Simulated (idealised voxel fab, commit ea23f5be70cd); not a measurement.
process module | voxel capacitor over wiring
cross-section cut | 275 nm wide | cells 5 nm
A cross-section is a grid of square cells, given in bands from the top down. A band is one or more rows of cells.
Each band's line starts with the height of the band's top and of its bottom, in nm. Then come its materials from left to right, each with its width in nm. One material with "throughout" fills the band from edge to edge. "air" is empty space.
Height 0 is the level under which the wafer as received is all one material. The lowest band goes on downwards, as in "0 down".
A width such as "30 to 40" changes by the same amount from each row of cells to the next, from the band's top row to its bottom row.
"no change" after a step means that no cell of the cross-section changed.
closed voids: empty space of 8 cells or more with no open way to the top, each as width x height at its distance from the left edge, in nm
after a step's settings: what the simulator itself notes on the step
overlay nm, on a step with a mask: how far to the right of its planned place the mask lay; to the left if negative
plan
1 op RECEIVE | material Si
2 op CONFORMAL_DEP | material SiO2 | thk nm 15
3 op DIRECTIONAL_DEP | material TiN | thk nm 5
4 op DIRECTIONAL_DEP | material W | thk nm 15
5 op MASKED_ETCH | tone cover | mask id METAL_1 | width nm 30 | pitch nm 100 | etch materials W | depth nm 15 | overlay nm 0
6 op MASKED_ETCH | tone cover | mask id METAL_1 | width nm 30 | pitch nm 100 | etch materials TiN | depth nm 5 | overlay nm 0
7 op FILL_DEP | material SiO2 | thk nm 10
8 op CMP | height nm 35
9 op CONFORMAL_DEP | material SiCN | thk nm 5
10 op DIRECTIONAL_DEP | material lowk | thk nm 10
11 op PATTERN | tone open | mask id PLUG_1 | material resist | width nm 15 | thk nm 15 | overlay nm 0
12 op DIRECTIONAL_ETCH | etch materials lowk | depth nm 10
13 op DIRECTIONAL_ETCH | etch materials SiCN | depth nm 5
14 op STRIP | etch materials resist
15 op EPI | material Ru | thk nm 10
16 op EPI | material Ru | thk nm 5
17 op DIRECTIONAL_DEP | material TiN | thk nm 10
18 op DIRECTIONAL_DEP | material SiN | thk nm 5
19 op DIRECTIONAL_DEP | material TiN | thk nm 5
20 op DIRECTIONAL_DEP | material aC | thk nm 10
21 op PATTERN | tone cover | mask id UPPER_PLATE | material resist | width nm 75 | thk nm 25 | overlay nm 0
22 op DIRECTIONAL_ETCH | etch materials aC | depth nm 10
23 op STRIP | etch materials resist
24 op DIRECTIONAL_ETCH | etch materials TiN | depth nm 5
25 op DIRECTIONAL_ETCH | etch materials SiN | depth nm 5
26 op STRIP | etch materials aC
27 op MASKED_ETCH | tone cover | mask id LOWER_PLATE | width nm 85 | etch materials TiN | depth nm 10 | overlay nm 0
28 op FILL_DEP | material SiO2 | thk nm 20
29 op CMP | height nm 85
30 op MASKED_ETCH | tone open | mask id PLUG_2 | width nm 15 | etch materials SiO2 | depth nm 15 | overlay nm 0
31 op CONFORMAL_DEP | material TiN | thk nm 5
32 op FILL_DEP | material Ru | thk nm 5
33 op CMP | height nm 85
34 op CONFORMAL_DEP | material SiN | thk nm 5
as received, after step 1
  0 down: Si throughout
  closed voids: none
first wafer at the end, as planned
  90 to 85: SiN throughout
  85 to 75: SiO2 95 | TiN 5 | Ru 5 | TiN 5 | SiO2 165
  75 to 65: SiO2 95 to 85 | TiN 15 to 75 | SiO2 165 to 115
  65 to 60: SiO2 85 | SiN 75 | SiO2 115
  60 to 50: SiO2 80 | TiN 85 | SiO2 110
  50 to 40: lowk 85 | Ru 15 | lowk 175
  40 to 35: SiCN 85 | Ru 15 | SiCN 175
  35 to 20: SiO2 70 | W 30 | SiO2 70 | W 30 | SiO2 75
  20 to 15: SiO2 70 | TiN 30 | SiO2 70 | TiN 30 | SiO2 75
  15 to 0: SiO2 throughout
  0 down: Si throughout
  closed voids: none
second wafer at the end: like start, like plan, one mistake
  90 to 85: SiN throughout
  85 to 75: SiO2 95 | TiN 5 | Ru 5 | TiN 5 | SiO2 165
  75 to 65: SiO2 95 to 85 | TiN 15 to 70 | SiO2 165 to 120
  65 to 60: SiO2 85 | SiN 75 | SiO2 115
  60 to 50: SiO2 70 | TiN 90 | SiO2 115
  50 to 40: lowk 85 | Ru 15 | lowk 175
  40 to 35: SiCN 85 | Ru 15 | SiCN 175
  35 to 20: SiO2 70 | W 30 | SiO2 70 | W 30 | SiO2 75
  20 to 15: SiO2 70 | TiN 30 | SiO2 70 | TiN 30 | SiO2 75
  15 to 0: SiO2 throughout
  0 down: Si throughout
  closed voids: none
what went wrong: step 27 ran as: op MASKED_ETCH | tone cover | mask id LOWER_PLATE | width nm 85 | etch materials TiN | depth nm 10 | overlay nm -10
at the end the second wafer has, in cells: 1 fewer of SiO2 | 1 more of TiN
